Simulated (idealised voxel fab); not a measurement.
The document below concerns the process module designated voxel capacitor over wiring.
We display cut, a cross-section 230 nm in width whose square cells are each 5 nm.
Cross-section format: a grid of square cells, given as bands from top to bottom; each band is one or more rows of cells.
Band: top and bottom heights (nm) first, top before bottom; then materials from left to right, widths in nm. "edge to edge" marks a sole material filling the band edge to edge. "empty" denotes empty space.
Note: height 0 marks the level under which the wafer is uniformly one material as received. Lowest band unbounded below, written "0 and below".
With a width like "30 to 40", each row of cells in the band differs from the next by the same amount, the top row carrying the first number and the bottom row the second.
"everything unchanged", as given for a step, is the statement that not any cell of the cross-section underwent a change during that step.
The entry titled "Closed void catalog" provides the empty spaces that have no open way to the top, restricted to those of 8 cells or more. Each is presented as width x height at distance, the distance being measured from the left edge, with all three in nm.
Whatever follows a step's settings on its line is a remark the simulator itself makes about that step.
For masked steps, "overlay nm" on the step line gives how far right of plan the mask actually lay; a minus sign means it lay to the left.
# Intended process steps
1. RECEIVE (material Si)
2. CONFORMAL_DEP (material SiO2; thk nm 10)
3. DIRECTIONAL_DEP (material TiN; thk nm 5)
4. DIRECTIONAL_DEP (material W; thk nm 25)
5. DIRECTIONAL_DEP (material aC; thk nm 10)
6. PATTERN (tone cover; mask id METAL_1; material resist; width nm 30; pitch nm 85; thk nm 30; overlay nm 0)
7. DIRECTIONAL_ETCH (etch materials aC; depth nm 10)
8. STRIP (etch materials resist)
9. DIRECTIONAL_ETCH (etch materials W; depth nm 25)
10. DIRECTIONAL_ETCH (etch materials TiN; depth nm 5)
11. STRIP (etch materials aC)
12. FILL_DEP (material SiO2; thk nm 5)
13. CMP (height nm 40)
14. CONFORMAL_DEP (material SiCN; thk nm 5)
15. DIRECTIONAL_DEP (material SiO2; thk nm 20)
16. PATTERN (tone open; mask id PLUG_1; material resist; width nm 15; thk nm 20; overlay nm 0)
17. DIRECTIONAL_ETCH (etch materials SiO2; depth nm 20)
18. DIRECTIONAL_ETCH (etch materials SiCN; depth nm 5)
19. STRIP (etch materials resist)
20. CONFORMAL_DEP (material TiN; thk nm 5)
21. FILL_DEP (material Ru; thk nm 10)
22. CMP (height nm 65)
23. DIRECTIONAL_DEP (material TiN; thk nm 10)
24. DIRECTIONAL_DEP (material SiN; thk nm 5)
25. DIRECTIONAL_DEP (material TiN; thk nm 10)
26. PATTERN (tone cover; mask id UPPER_PLATE; material resist; width nm 60; thk nm 20; overlay nm 0)
27. DIRECTIONAL_ETCH (etch materials TiN; depth nm 10)
28. DIRECTIONAL_ETCH (etch materials SiN; depth nm 5)
29. STRIP (etch materials resist)
30. PATTERN (tone cover; mask id LOWER_PLATE; material resist; width nm 70; thk nm 15; overlay nm 0)
31. DIRECTIONAL_ETCH (etch materials TiN; depth nm 10)
32. STRIP (etch materials resist)
33. FILL_DEP (material SiO2; thk nm 15)
34. CMP (height nm 100)
35. PATTERN (tone open; mask id PLUG_2; material resist; width nm 15; thk nm 20; overlay nm 0)
36. DIRECTIONAL_ETCH (etch materials SiO2; depth nm 10)
37. STRIP (etch materials resist)
38. CONFORMAL_DEP (material TiN; thk nm 5)
39. FILL_DEP (material W; thk nm 10)
40. CMP (height nm 100)
41. CONFORMAL_DEP (material SiN; thk nm 5)
# The first of two wafers, run as planned
# So this is the incoming wafer in cross-section - it's already been through step 1
	0 and below | Si edge to edge
	Closed void catalog: none
# Upon completion of step 2, the wafer appears in cross-section as shown
	10 down to 0 | SiO2 edge to edge
	For the remainder of the cross-section, below 0, there is no change.
# Upon completion of step 3, the wafer appears in cross-section as shown
	15 down to 10 | TiN edge to edge
	For the remainder of the cross-section, below 10, there is no change.
# Upon completion of step 4, the wafer appears in cross-section as shown
	40 down to 15 | W edge to edge
	For the remainder of the cross-section, below 15, there is no change.
# Upon completion of step 5, the wafer appears in cross-section as shown
	50 down to 40 | aC edge to edge
	For the remainder of the cross-section, below 40, there is no change.
# Upon completion of step 6, the wafer appears in cross-section as shown
	80 down to 50 | 55 nm empty / 30 nm resist / 55 nm empty / 30 nm resist / 60 nm empty
	For the remainder of the cross-section, below 50, there is no change.
# Upon completion of step 7, the wafer appears in cross-section as shown
	70 down to 50 | 55 nm empty / 30 nm resist / 55 nm empty / 30 nm resist / 60 nm empty
	50 down to 40 | 55 nm empty / 30 nm aC / 55 nm empty / 30 nm aC / 60 nm empty
	For the remainder of the cross-section, below 40, there is no change.
# Upon completion of step 8, the wafer appears in cross-section as shown
	50 down to 40 | 55 nm empty / 30 nm aC / 55 nm empty / 30 nm aC / 60 nm empty
	For the remainder of the cross-section, below 40, there is no change.
# Upon completion of step 9, the wafer appears in cross-section as shown
	50 down to 40 | 55 nm empty / 30 nm aC / 55 nm empty / 30 nm aC / 60 nm empty
	40 down to 15 | 55 nm empty / 30 nm W / 55 nm empty / 30 nm W / 60 nm empty
	For the remainder of the cross-section, below 15, there is no change.
# Upon completion of step 10, the wafer appears in cross-section as shown
	50 down to 40 | 55 nm empty / 30 nm aC / 55 nm empty / 30 nm aC / 60 nm empty
	40 down to 15 | 55 nm empty / 30 nm W / 55 nm empty / 30 nm W / 60 nm empty
	15 down to 10 | 55 nm empty / 30 nm TiN / 55 nm empty / 30 nm TiN / 60 nm empty
	For the remainder of the cross-section, below 10, there is no change.
# Upon completion of step 11, the wafer appears in cross-section as shown
	40 down to 15 | 55 nm empty / 30 nm W / 55 nm empty / 30 nm W / 60 nm empty
	For the remainder of the cross-section, below 15, there is no change.
# Upon completion of step 12, the wafer appears in cross-section as shown
	45 down to 40 | SiO2 edge to edge
	40 down to 15 | 55 nm SiO2 / 30 nm W / 55 nm SiO2 / 30 nm W / 60 nm SiO2
	15 down to 10 | 55 nm SiO2 / 30 nm TiN / 55 nm SiO2 / 30 nm TiN / 60 nm SiO2
	For the remainder of the cross-section, below 10, there is no change.
# Upon completion of step 13, the wafer appears in cross-section as shown
	40 down to 15 | 55 nm SiO2 / 30 nm W / 55 nm SiO2 / 30 nm W / 60 nm SiO2
	For the remainder of the cross-section, below 15, there is no change.
# Upon completion of step 14, the wafer appears in cross-section as shown
	45 down to 40 | SiCN edge to edge
	For the remainder of the cross-section, below 40, there is no change.
# Upon completion of step 15, the wafer appears in cross-section as shown
	65 down to 45 | SiO2 edge to edge
	For the remainder of the cross-section, below 45, there is no change.
# Upon completion of step 16, the wafer appears in cross-section as shown
	85 down to 65 | 70 nm resist / 15 nm empty / 145 nm resist
	For the remainder of the cross-section, below 65, there is no change.
# Upon completion of step 17, the wafer appears in cross-section as shown
	85 down to 65 | 70 nm resist / 15 nm empty / 145 nm resist
	65 down to 45 | 70 nm SiO2 / 15 nm empty / 145 nm SiO2
	For the remainder of the cross-section, below 45, there is no change.
# Upon completion of step 18, the wafer appears in cross-section as shown
	85 down to 65 | 70 nm resist / 15 nm empty / 145 nm resist
	65 down to 45 | 70 nm SiO2 / 15 nm empty / 145 nm SiO2
	45 down to 40 | 70 nm SiCN / 15 nm empty / 145 nm SiCN
	For the remainder of the cross-section, below 40, there is no change.
# Upon completion of step 19, the wafer appears in cross-section as shown
	65 down to 45 | 70 nm SiO2 / 15 nm empty / 145 nm SiO2
	For the remainder of the cross-section, below 45, there is no change.
# Upon completion of step 20, the wafer appears in cross-section as shown
	70 down to 65 | 75 nm TiN / 5 nm empty / 150 nm TiN
	65 down to 45 | 70 nm SiO2 / 5 nm TiN / 5 nm empty / 5 nm TiN / 145 nm SiO2
	45 down to 40 | 70 nm SiCN / 15 nm TiN / 145 nm SiCN
	For the remainder of the cross-section, below 40, there is no change.
# Upon completion of step 21, the wafer appears in cross-section as shown
	80 down to 70 | Ru edge to edge
	70 down to 65 | 75 nm TiN / 5 nm Ru / 150 nm TiN
	65 down to 45 | 70 nm SiO2 / 5 nm TiN / 5 nm Ru / 5 nm TiN / 145 nm SiO2
	For the remainder of the cross-section, below 45, there is no change.
# Upon completion of step 22, the wafer appears in cross-section as shown
	65 down to 45 | 70 nm SiO2 / 5 nm TiN / 5 nm Ru / 5 nm TiN / 145 nm SiO2
	For the remainder of the cross-section, below 45, there is no change.
# Upon completion of step 23, the wafer appears in cross-section as shown
	75 down to 65 | TiN edge to edge
	For the remainder of the cross-section, below 65, there is no change.
# Upon completion of step 24, the wafer appears in cross-section as shown
	80 down to 75 | SiN edge to edge
	For the remainder of the cross-section, below 75, there is no change.
# Upon completion of step 25, the wafer appears in cross-section as shown
	90 down to 80 | TiN edge to edge
	For the remainder of the cross-section, below 80, there is no change.
# Upon completion of step 26, the wafer appears in cross-section as shown
	110 down to 90 | 70 nm empty / 60 nm resist / 100 nm empty
	For the remainder of the cross-section, below 90, there is no change.
# Upon completion of step 27, the wafer appears in cross-section as shown
	110 down to 90 | 70 nm empty / 60 nm resist / 100 nm empty
	90 down to 80 | 70 nm empty / 60 nm TiN / 100 nm empty
	For the remainder of the cross-section, below 80, there is no change.
# Upon completion of step 28, the wafer appears in cross-section as shown
	110 down to 90 | 70 nm empty / 60 nm resist / 100 nm empty
	90 down to 80 | 70 nm empty / 60 nm TiN / 100 nm empty
	80 down to 75 | 70 nm empty / 60 nm SiN / 100 nm empty
	For the remainder of the cross-section, below 75, there is no change.
# Upon completion of step 29, the wafer appears in cross-section as shown
	90 down to 80 | 70 nm empty / 60 nm TiN / 100 nm empty
	For the remainder of the cross-section, below 80, there is no change.
# Upon completion of step 30, the wafer appears in cross-section as shown
	105 down to 90 | 65 nm empty / 70 nm resist / 95 nm empty
	90 down to 80 | 65 nm empty / 5 nm resist / 60 nm TiN / 5 nm resist / 95 nm empty
	80 down to 75 | 65 nm empty / 5 nm resist / 60 nm SiN / 5 nm resist / 95 nm empty
	For the remainder of the cross-section, below 75, there is no change.
# Upon completion of step 31, the wafer appears in cross-section as shown
	105 down to 90 | 65 nm empty / 70 nm resist / 95 nm empty
	90 down to 80 | 65 nm empty / 5 nm resist / 60 nm TiN / 5 nm resist / 95 nm empty
	80 down to 75 | 65 nm empty / 5 nm resist / 60 nm SiN / 5 nm resist / 95 nm empty
	75 down to 65 | 65 nm empty / 70 nm TiN / 95 nm empty
	For the remainder of the cross-section, below 65, there is no change.
# Upon completion of step 32, the wafer appears in cross-section as shown
	90 down to 80 | 70 nm empty / 60 nm TiN / 100 nm empty
	80 down to 75 | 70 nm empty / 60 nm SiN / 100 nm empty
	For the remainder of the cross-section, below 75, there is no change.
# Upon completion of step 33, the wafer appears in cross-section as shown
	105 down to 90 | SiO2 edge to edge
	90 down to 80 | 70 nm SiO2 / 60 nm TiN / 100 nm SiO2
	80 down to 75 | 70 nm SiO2 / 60 nm SiN / 100 nm SiO2
	75 down to 65 | 65 nm SiO2 / 70 nm TiN / 95 nm SiO2
	For the remainder of the cross-section, below 65, there is no change.
# Upon completion of step 34, the wafer appears in cross-section as shown
	100 down to 90 | SiO2 edge to edge
	For the remainder of the cross-section, below 90, there is no change.
# Upon completion of step 35, the wafer appears in cross-section as shown
	120 down to 100 | 80 nm resist / 15 nm empty / 135 nm resist
	For the remainder of the cross-section, below 100, there is no change.
# Upon completion of step 36, the wafer appears in cross-section as shown
	120 down to 100 | 80 nm resist / 15 nm empty / 135 nm resist
	100 down to 90 | 80 nm SiO2 / 15 nm empty / 135 nm SiO2
	For the remainder of the cross-section, below 90, there is no change.
# Upon completion of step 37, the wafer appears in cross-section as shown
	100 down to 90 | 80 nm SiO2 / 15 nm empty / 135 nm SiO2
	For the remainder of the cross-section, below 90, there is no change.
# Upon completion of step 38, the wafer appears in cross-section as shown
	105 down to 100 | 85 nm TiN / 5 nm empty / 140 nm TiN
	100 down to 95 | 80 nm SiO2 / 5 nm TiN / 5 nm empty / 5 nm TiN / 135 nm SiO2
	95 down to 90 | 80 nm SiO2 / 15 nm TiN / 135 nm SiO2
	For the remainder of the cross-section, below 90, there is no change.
# Upon completion of step 39, the wafer appears in cross-section as shown
	115 down to 105 | W edge to edge
	105 down to 100 | 85 nm TiN / 5 nm W / 140 nm TiN
	100 down to 95 | 80 nm SiO2 / 5 nm TiN / 5 nm W / 5 nm TiN / 135 nm SiO2
	For the remainder of the cross-section, below 95, there is no change.
# Upon completion of step 40, the wafer appears in cross-section as shown
	100 down to 95 | 80 nm SiO2 / 5 nm TiN / 5 nm W / 5 nm TiN / 135 nm SiO2
	For the remainder of the cross-section, below 95, there is no change.
# Upon completion of step 41, the wafer appears in cross-section as shown
	105 down to 100 | SiN edge to edge
	For the remainder of the cross-section, below 100, there is no change.
# The Second Wafer: Common Origin and Plan, One Mistake in Execution, Identical to the First Through Step 25
# when step 26 should have ended
	110 down to 90 | 70 nm empty / 65 nm resist / 95 nm empty
	For the remainder of the cross-section, below 90, there is no change.
# when step 27 should have ended
	110 down to 90 | 70 nm empty / 65 nm resist / 95 nm empty
	90 down to 80 | 70 nm empty / 65 nm TiN / 95 nm empty
	For the remainder of the cross-section, below 80, there is no change.
# when step 28 should have ended
	110 down to 90 | 70 nm empty / 65 nm resist / 95 nm empty
	90 down to 80 | 70 nm empty / 65 nm TiN / 95 nm empty
	80 down to 75 | 70 nm empty / 65 nm SiN / 95 nm empty
	For the remainder of the cross-section, below 75, there is no change.
# when step 29 should have ended
	90 down to 80 | 70 nm empty / 65 nm TiN / 95 nm empty
	For the remainder of the cross-section, below 80, there is no change.
# when step 30 should have ended
	105 down to 90 | 65 nm empty / 70 nm resist / 95 nm empty
	90 down to 80 | 65 nm empty / 5 nm resist / 65 nm TiN / 95 nm empty
	80 down to 75 | 65 nm empty / 5 nm resist / 65 nm SiN / 95 nm empty
	For the remainder of the cross-section, below 75, there is no change.
# when step 31 should have ended
	105 down to 90 | 65 nm empty / 70 nm resist / 95 nm empty
	90 down to 80 | 65 nm empty / 5 nm resist / 65 nm TiN / 95 nm empty
	80 down to 75 | 65 nm empty / 5 nm resist / 65 nm SiN / 95 nm empty
	75 down to 65 | 65 nm empty / 70 nm TiN / 95 nm empty
	For the remainder of the cross-section, below 65, there is no change.
# when step 32 should have ended
	90 down to 80 | 70 nm empty / 65 nm TiN / 95 nm empty
	80 down to 75 | 70 nm empty / 65 nm SiN / 95 nm empty
	For the remainder of the cross-section, below 75, there is no change.
# when step 33 should have ended
	105 down to 90 | SiO2 edge to edge
	90 down to 80 | 70 nm SiO2 / 65 nm TiN / 95 nm SiO2
	80 down to 75 | 70 nm SiO2 / 65 nm SiN / 95 nm SiO2
	75 down to 65 | 65 nm SiO2 / 70 nm TiN / 95 nm SiO2
	For the remainder of the cross-section, below 65, there is no change.
# when step 34 should have ended
	100 down to 90 | SiO2 edge to edge
	For the remainder of the cross-section, below 90, there is no change.
# when step 35 should have ended
	120 down to 100 | 80 nm resist / 15 nm empty / 135 nm resist
	For the remainder of the cross-section, below 100, there is no change.
# when step 36 should have ended
	120 down to 100 | 80 nm resist / 15 nm empty / 135 nm resist
	100 down to 90 | 80 nm SiO2 / 15 nm empty / 135 nm SiO2
	For the remainder of the cross-section, below 90, there is no change.
# when step 37 should have ended
	100 down to 90 | 80 nm SiO2 / 15 nm empty / 135 nm SiO2
	For the remainder of the cross-section, below 90, there is no change.
# when step 38 should have ended
	105 down to 100 | 85 nm TiN / 5 nm empty / 140 nm TiN
	100 down to 95 | 80 nm SiO2 / 5 nm TiN / 5 nm empty / 5 nm TiN / 135 nm SiO2
	95 down to 90 | 80 nm SiO2 / 15 nm TiN / 135 nm SiO2
	For the remainder of the cross-section, below 90, there is no change.
# when step 39 should have ended
	115 down to 105 | W edge to edge
	105 down to 100 | 85 nm TiN / 5 nm W / 140 nm TiN
	100 down to 95 | 80 nm SiO2 / 5 nm TiN / 5 nm W / 5 nm TiN / 135 nm SiO2
	For the remainder of the cross-section, below 95, there is no change.
# when step 40 should have ended
	100 down to 95 | 80 nm SiO2 / 5 nm TiN / 5 nm W / 5 nm TiN / 135 nm SiO2
	For the remainder of the cross-section, below 95, there is no change.
# when step 41 should have ended
	105 down to 100 | SiN edge to edge
	For the remainder of the cross-section, below 100, there is no change.
What broke from the plan during processing? step 26 off recipe, ran as PATTERN (tone cover; mask id UPPER_PLATE; material resist; width nm 65; thk nm 20; overlay nm 0)
Heads up, by the end the second wafer has more or fewer cells of some materials compared to the first: 1 more of SiN | 3 fewer of SiO2 | 2 more of TiN
